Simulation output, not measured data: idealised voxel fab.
process module | voxel local oxidation
cross-section cut | 220 nm wide | cells 5 nm
A cross-section is a grid of square cells, given in bands from the top down. A band is one or more rows of cells.
Each band's line starts with the height of the band's top and of its bottom, in nm. Then come its materials from left to right, each with its width in nm. One material with "throughout" fills the band from edge to edge. "air" is empty space.
Height 0 is the level under which the wafer as received is all one material. The lowest band goes on downwards, as in "0 down".
A width such as "30 to 40" changes by the same amount from each row of cells to the next, from the band's top row to its bottom row.
"no change" after a step means that no cell of the cross-section changed.
closed voids: empty space of 8 cells or more with no open way to the top, each as width x height at its distance from the left edge, in nm
after a step's settings: what the simulator itself notes on the step
overlay nm, on a step with a mask: how far to the right of its planned place the mask lay; to the left if negative
plan
1 op RECEIVE | material Si
2 op CONFORMAL_DEP | material SiO2 | thk nm 5
3 op CONFORMAL_DEP | material SiN | thk nm 10
4 op MASKED_ETCH | tone cover | mask id ACTIVE | width nm 95 | etch materials SiN | depth nm 10 | overlay nm 0
5 op SELECTIVE_ETCH | etch materials SiO2 | depth nm 5
6 op OXIDIZE | depth nm 15
7 op STRIP | etch materials SiN
as received, after step 1
  0 down: Si throughout
  closed voids: none
first wafer at the end, as planned
  5 to 0: air 65 | SiO2 85 | air 70
  0 to -15: SiO2 80 | Si 55 | SiO2 85
  -15 down: Si throughout
  closed voids: none
second wafer at the end: like start, like plan, one mistake
  5 to 0: air 70 | SiO2 80 | air 70
  0 to -15: SiO2 85 | Si 50 | SiO2 85
  -15 down: Si throughout
  closed voids: none
what went wrong: step 4 ran as: op MASKED_ETCH | tone cover | mask id ACTIVE | width nm 90 | etch materials SiN | depth nm 10 | overlay nm 0
at the end the second wafer has, in cells: 3 fewer of Si | 2 more of SiO2
